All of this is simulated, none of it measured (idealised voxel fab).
Process module heading - voxel spacer lines
Displayed cross-section: cut, width of 220 nm, square cells sized 5 nm.
Square cells in a grid make up a cross-section in this document, and the grid is given as bands, listed from the top down, each one or more rows of cells. Quick guide to a band line: top height, bottom height (nm) up front; then every material left to right with its width in nm. Only one material and it's marked "throughout"? Then it fills the band edge to edge. And "empty" just means empty space. Convention: height 0 is the level below which the wafer, as received, is all one material. The lowest band does not terminate at the bottom but continues downward, represented as "0 nm and below". Read "30..40" as a graded width: first number on top, second number at the bottom, same change between each pair of neighbouring rows. For the purposes of this document, the phrase "no modifications" attached to a step denotes that no cell within the cross-section was modified by that step. Basically, "Sealed-off cavities" tells you about the enclosed voids: empty spaces with no open way to the top, 8 cells or bigger, each written width x height at distance, where distance is from the left edge, all in nm. Heads up: the bit after the settings on a step's line is the simulator's remark on that step. overlay nm: for a step with a mask, the amount by which the mask lay right of where it was planned; a negative amount means left of it.
### Planned step list for the process
1) op RECEIVE | material Si
2) op CONFORMAL_DEP | material Al2O3 | thk nm 5
3) op DIRECTIONAL_DEP | material TiN | thk nm 15
4) op DIRECTIONAL_DEP | material aC | thk nm 25
5) op PATTERN | tone cover | mask id MANDREL | material resist | width nm 20 | pitch nm 70 | thk nm 35 | overlay nm 0
6) op DIRECTIONAL_ETCH | etch materials aC | depth nm 25
7) op STRIP | etch materials resist
8) op CONFORMAL_DEP | material SiO2 | thk nm 15
9) op DIRECTIONAL_ETCH | etch materials SiO2 | depth nm 15
10) op STRIP | etch materials aC
11) op DIRECTIONAL_ETCH | etch materials TiN | depth nm 15
12) op STRIP | etch materials SiO2
13) op FILL_DEP | material lowk | thk nm 10
14) op CMP | height nm 20
### Wafer cross-section on receipt, i.e. after step 1
* 0 nm and below = Si throughout
* Sealed-off cavities: none
### Wafer at module end, in section. Began as above, planned as above, run with one mistake
* 20 nm to 5 nm = 25 lowk; 15 TiN; 20 lowk; 15 TiN; 20 lowk; 15 TiN; 20 lowk; 15 TiN; 20 lowk; 15 TiN; 20 lowk; 15 TiN; 5 lowk
* 5 nm to 0 nm = Al2O3 throughout
* 0 nm and below = Si throughout
* Sealed-off cavities: none
Misprocessing identified: step 5 deviated from plan and actually ran as op PATTERN | tone cover | mask id MANDREL | material resist | width nm 20 | pitch nm 70 | thk nm 35 | overlay nm 10
